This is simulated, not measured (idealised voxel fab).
This is a process module. Its name is voxel trench capacitor.
Cross-section cut spans 245 nm and uses square cells 5 nm in size.
A cross-section is a grid of square cells, given in bands from the top down. A band is one or more rows of cells.
Heights first: top, then bottom, in nm. Then materials, left to right, each with a width in nm. "everywhere" on a single material: fills the band edge to edge. "air": empty space.
Heads up on the height convention: 0 is the point under which the incoming wafer is all one material, and the lowest band has no bottom, it just keeps going down, like "top 0, no bottom".
It should be noted that a width expressed as "30..40" varies in equal increments from row to row of cells within the band, taking the value of the first number at the top row and that of the second number at the bottom row.
The cross-section has no changed cell in any step marked "identical to before".
"Fully closed voids" contains a list of empty spaces, each no smaller than 8 cells and without an open way to the top, written in the form width x height at distance with the distance from the left edge and all three in nm.
Read whatever lies past the settings on a step's line as the simulator's own remark about the step.
The line of a step may include "overlay nm". On a step with a mask, this value is how far to the right of its planned place the mask lay. A negative value means the mask lay to the left.

### Planned step list for the process
| 1 | RECEIVE: material Si |
| 2 | CONFORMAL_DEP: material SiN, thk nm 10 |
| 3 | DIRECTIONAL_DEP: material aC, thk nm 10 |
| 4 | PATTERN: tone open, mask id TRENCH, material resist, width nm 15, pitch nm 40, thk nm 30, overlay nm 0 |
| 5 | DIRECTIONAL_ETCH: etch materials aC, depth nm 10 |
| 6 | STRIP: etch materials resist |
| 7 | DIRECTIONAL_ETCH: etch materials SiN, depth nm 10 |
| 8 | DIRECTIONAL_ETCH: etch materials Si, depth nm 35 |
| 9 | STRIP: etch materials aC |
| 10 | CONFORMAL_DEP: material Al2O3, thk nm 5 |
| 11 | FILL_DEP: material polySi, thk nm 10 |
| 12 | CMP: height nm 10 |

### What follows covers the first of two wafers; it ran as planned

### So this is the incoming wafer in cross-section - it's already been through step 1
    top 0, no bottom  Si everywhere
    Fully closed voids: none

### Sectional view: wafer, after step 2
    top 10, bottom 0  SiN everywhere
    Rest of section, below 0: as before.

### Sectional view: wafer, after step 3
    top 20, bottom 10  aC everywhere
    Rest of section, below 10: as before.

### Sectional view: wafer, after step 4
    top 50, bottom 20  resist 75; air 15; resist 25; air 15; resist 25; air 15; resist 75
    Rest of section, below 20: as before.

### Sectional view: wafer, after step 5
    top 40, bottom 20  resist 75; air 15; resist 25; air 15; resist 25; air 15; resist 75
    top 20, bottom 10  aC 75; air 15; aC 25; air 15; aC 25; air 15; aC 75
    Rest of section, below 10: as before.

### Sectional view: wafer, after step 6
    top 20, bottom 10  aC 75; air 15; aC 25; air 15; aC 25; air 15; aC 75
    Rest of section, below 10: as before.

### Sectional view: wafer, after step 7
    top 20, bottom 10  aC 75; air 15; aC 25; air 15; aC 25; air 15; aC 75
    top 10, bottom 0  SiN 75; air 15; SiN 25; air 15; SiN 25; air 15; SiN 75
    Rest of section, below 0: as before.

### Sectional view: wafer, after step 8
    top 20, bottom 10  aC 75; air 15; aC 25; air 15; aC 25; air 15; aC 75
    top 10, bottom 0  SiN 75; air 15; SiN 25; air 15; SiN 25; air 15; SiN 75
    top 0, bottom -35  Si 75; air 15; Si 25; air 15; Si 25; air 15; Si 75
    Rest of section, below -35: as before.

### Sectional view: wafer, after step 9
    top 10, bottom 0  SiN 75; air 15; SiN 25; air 15; SiN 25; air 15; SiN 75
    Rest of section, below 0: as before.

### Sectional view: wafer, after step 10
    top 15, bottom 10  Al2O3 80; air 5; Al2O3 35; air 5; Al2O3 35; air 5; Al2O3 80
    top 10, bottom 0  SiN 75; Al2O3 5; air 5; Al2O3 5; SiN 25; Al2O3 5; air 5; Al2O3 5; SiN 25; Al2O3 5; air 5; Al2O3 5; SiN 75
    top 0, bottom -30  Si 75; Al2O3 5; air 5; Al2O3 5; Si 25; Al2O3 5; air 5; Al2O3 5; Si 25; Al2O3 5; air 5; Al2O3 5; Si 75
    top -30, bottom -35  Si 75; Al2O3 15; Si 25; Al2O3 15; Si 25; Al2O3 15; Si 75
    Rest of section, below -35: as before.

### Sectional view: wafer, after step 11
    top 25, bottom 15  polySi everywhere
    top 15, bottom 10  Al2O3 80; polySi 5; Al2O3 35; polySi 5; Al2O3 35; polySi 5; Al2O3 80
    top 10, bottom 0  SiN 75; Al2O3 5; polySi 5; Al2O3 5; SiN 25; Al2O3 5; polySi 5; Al2O3 5; SiN 25; Al2O3 5; polySi 5; Al2O3 5; SiN 75
    top 0, bottom -30  Si 75; Al2O3 5; polySi 5; Al2O3 5; Si 25; Al2O3 5; polySi 5; Al2O3 5; Si 25; Al2O3 5; polySi 5; Al2O3 5; Si 75
    Rest of section, below -30: as before.

### Sectional view: wafer, after step 12
    top 10, bottom 0  SiN 75; Al2O3 5; polySi 5; Al2O3 5; SiN 25; Al2O3 5; polySi 5; Al2O3 5; SiN 25; Al2O3 5; polySi 5; Al2O3 5; SiN 75
    Rest of section, below 0: as before.

### The Second Wafer: Common Origin and Plan, One Mistake in Execution, Identical to the First Through Step 3

### Cross-sectional view of the second wafer at the intended end time of process step 4
    top 50, bottom 20  air 75; resist 15; air 25; resist 15; air 25; resist 15; air 75
    Rest of section, below 20: as before.

### Cross-sectional view of the second wafer at the intended end time of process step 5
    top 40, bottom 20  air 75; resist 15; air 25; resist 15; air 25; resist 15; air 75
    top 20, bottom 10  air 75; aC 15; air 25; aC 15; air 25; aC 15; air 75
    Rest of section, below 10: as before.

### Cross-sectional view of the second wafer at the intended end time of process step 6
    top 20, bottom 10  air 75; aC 15; air 25; aC 15; air 25; aC 15; air 75
    Rest of section, below 10: as before.

### Cross-sectional view of the second wafer at the intended end time of process step 7
    top 20, bottom 10  air 75; aC 15; air 25; aC 15; air 25; aC 15; air 75
    top 10, bottom 0  air 75; SiN 15; air 25; SiN 15; air 25; SiN 15; air 75
    Rest of section, below 0: as before.

### Cross-sectional view of the second wafer at the intended end time of process step 8
    top 20, bottom 10  air 75; aC 15; air 25; aC 15; air 25; aC 15; air 75
    top 10, bottom 0  air 75; SiN 15; air 25; SiN 15; air 25; SiN 15; air 75
    top 0, bottom -35  air 75; Si 15; air 25; Si 15; air 25; Si 15; air 75
    Rest of section, below -35: as before.

### Cross-sectional view of the second wafer at the intended end time of process step 9
    top 10, bottom 0  air 75; SiN 15; air 25; SiN 15; air 25; SiN 15; air 75
    Rest of section, below 0: as before.

### Cross-sectional view of the second wafer at the intended end time of process step 10
    top 15, bottom 10  air 70; Al2O3 25; air 15; Al2O3 25; air 15; Al2O3 25; air 70
    top 10, bottom 0  air 70; Al2O3 5; SiN 15; Al2O3 5; air 15; Al2O3 5; SiN 15; Al2O3 5; air 15; Al2O3 5; SiN 15; Al2O3 5; air 70
    top 0, bottom -30  air 70; Al2O3 5; Si 15; Al2O3 5; air 15; Al2O3 5; Si 15; Al2O3 5; air 15; Al2O3 5; Si 15; Al2O3 5; air 70
    top -30, bottom -35  Al2O3 75; Si 15; Al2O3 25; Si 15; Al2O3 25; Si 15; Al2O3 75
    Rest of section, below -35: as before.

### Cross-sectional view of the second wafer at the intended end time of process step 11
    top 25, bottom 15  polySi everywhere
    top 15, bottom 10  polySi 70; Al2O3 25; polySi 15; Al2O3 25; polySi 15; Al2O3 25; polySi 70
    top 10, bottom 0  polySi 70; Al2O3 5; SiN 15; Al2O3 5; polySi 15; Al2O3 5; SiN 15; Al2O3 5; polySi 15; Al2O3 5; SiN 15; Al2O3 5; polySi 70
    top 0, bottom -30  polySi 70; Al2O3 5; Si 15; Al2O3 5; polySi 15; Al2O3 5; Si 15; Al2O3 5; polySi 15; Al2O3 5; Si 15; Al2O3 5; polySi 70
    Rest of section, below -30: as before.

### Cross-sectional view of the second wafer at the intended end time of process step 12
    top 10, bottom 0  polySi 70; Al2O3 5; SiN 15; Al2O3 5; polySi 15; Al2O3 5; SiN 15; Al2O3 5; polySi 15; Al2O3 5; SiN 15; Al2O3 5; polySi 70
    Rest of section, below 0: as before.
It is concluded that the wafer was processed incorrectly with respect to the plan, in that step 4 off recipe, ran as PATTERN: tone cover, mask id TRENCH, material resist, width nm 15, pitch nm 40, thk nm 30, overlay nm 0
The closing comparison, in cells, has the second wafer with more or fewer of some materials than the first: Al2O3: 31 more, Si: 217 fewer, SiN: 62 fewer, polySi: 248 more
